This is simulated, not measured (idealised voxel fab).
This is a process module. Its name is voxel released beams.
cross-section cut | 245 nm wide | cells 5 nm
Cross-section layout: square cells on a grid; listed as bands, top to bottom; a band spans one or more cell rows.
Band entry format. Leading values: height of top, height of bottom, nm. Remainder: materials in left-to-right order, each with its width in nm. Special words: "everywhere" on a single material, which then fills the band edge to edge; "blank", empty space.
Ref level 0: as-received wafer is one material below here. Bottom band extends down with no lower bound ("z 0 and below").
Width spec "30->40" -> top row of cells at first value, bottom row at second value, equal per-row change in between.
For the purposes of this document, the phrase "remains unaltered" attached to a step denotes that no cell within the cross-section was modified by that step.
What "Voids lacking openings" gives you is every empty space of 8 cells or more that is cut off from the top. Each appears as width x height at distance, with the distance taken from the left edge and width, height and distance all in nm.
Heads up: the bit after the settings on a step's line is the simulator's remark on that step.
"overlay nm" answers the question of how far to the right of plan the mask lay on a step that has a mask, and when it is negative the answer is to the left.
THE STEPS PLANNED FOR THE PROCESS ARE AS FOLLOWS
| 1 | RECEIVE: material Si |
| 2 | CONFORMAL_DEP: material Al2O3, thk nm 10 |
| 3 | DIRECTIONAL_DEP: material SiO2, thk nm 10 |
| 4 | MASKED_ETCH: tone open, mask id ANCHOR, width nm 45, etch materials SiO2, depth nm 20, overlay nm 0 |
| 5 | CONFORMAL_DEP: material polySi, thk nm 15 |
| 6 | MASKED_ETCH: tone cover, mask id BEAM, width nm 105, etch materials polySi, depth nm 15, overlay nm 0 |
| 7 | STRIP: etch materials SiO2 |
For this document, wafers share an identical start and vary in the step 3 thk nm; the plan quotes the first wafer's value.
THE FIRST OF SEVERAL WAFERS IN CROSS-SECTION, EXACTLY AS IT REACHED US AFTER STEP 1
- z 0 and below: Si everywhere
- Voids lacking openings: none
ROW PER WAFER, END-OF-MODULE: CELL GAIN (+)/LOSS (-) BY MATERIAL SINCE THE WAFER CAME IN, THEN CLOSED VOIDS
thk nm 10, +98 Al2O3, +75 polySi, Voids lacking openings: none
thk nm 15, +98 Al2O3, +81 polySi, Voids lacking openings: none
thk nm 20, +98 Al2O3, +87 polySi, Voids lacking openings: none
thk nm 25, +98 Al2O3, Voids lacking openings: none
thk nm 30, +98 Al2O3, Voids lacking openings: none
thk nm 35, +98 Al2O3, Voids lacking openings: none
